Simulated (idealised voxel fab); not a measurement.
The process module presented herein is designated voxel plated lines.
Cross-section cut: width 165 nm, square cells of 5 nm.
Throughout this document, each cross-section is represented as a grid of square cells and is presented as a sequence of bands enumerated from the top downward, where a band comprises one or more rows of cells. Top height, bottom height, nm. Materials left to right, width each, nm. Single material + "full width" = fills band edge to edge. "air" = empty. A quick word on heights: they are counted from 0, and under that level the wafer as it came to us is one material throughout. The lowest band is different from the rest in having no bottom; it simply continues downward, written as in "z 0 and below". Width: "30 to 40" (first number = top row, second number = bottom row, same change from row to row of cells). Given "everything unchanged" for a step, no cell of the cross-section differs between before and after that step. You'll see "Sealed void listing" listing empty spaces that have no way open to the top, as long as they're 8 cells or more; the notation is width x height at distance, where the distance is from the left edge, and all of it is in nm. Read whatever lies past the settings on a step's line as the simulator's own remark about the step. Steps that use a mask can have "overlay nm" on their line. It says how far the mask sat to the right of where it was meant to be. Negative means to the left.

**The following list gives the planned process steps**
| 1 | RECEIVE, material Si |
| 2 | CONFORMAL_DEP, material Al2O3, thk nm 10 |
| 3 | DIRECTIONAL_DEP, material TiN, thk nm 5 |
| 4 | PATTERN, tone open, mask id LINES, material resist, width nm 15, pitch nm 40, thk nm 35, overlay nm 0 |
| 5 | EPI, material Ru, thk nm 5 |
| 6 | EPI, material Ru, thk nm 10 |
| 7 | EPI, material Ru, thk nm 10 |
| 8 | STRIP, etch materials resist |
| 9 | DIRECTIONAL_ETCH, etch materials TiN, depth nm 5 |
| 10 | CONFORMAL_DEP, material SiO2, thk nm 10 |

**Cross-section: wafer on arrival = after step 1**
> z 0 and below: Si full width
> Sealed void listing: none

**Wafer at module end, in section. Began as above, planned as above, run with one mistake**
> z 50 to 40: air 25 nm | SiO2 120 nm | air 20 nm
> z 40 to 20: air 25 nm | SiO2 10 nm | Ru 20 nm | SiO2 20 nm | Ru 20 nm | SiO2 20 nm | Ru 20 nm | SiO2 10 nm | air 20 nm
> z 20 to 15: SiO2 35 nm | Ru 20 nm | SiO2 20 nm | Ru 20 nm | SiO2 20 nm | Ru 20 nm | SiO2 30 nm
> z 15 to 10: SiO2 35 nm | TiN 20 nm | SiO2 20 nm | TiN 20 nm | SiO2 20 nm | TiN 20 nm | SiO2 30 nm
> z 10 to 0: Al2O3 full width
> z 0 and below: Si full width
> Sealed void listing: none
what went wrong: rather than as planned, step 4 actually ran as PATTERN, tone open, mask id LINES, material resist, width nm 20, pitch nm 40, thk nm 35, overlay nm 0
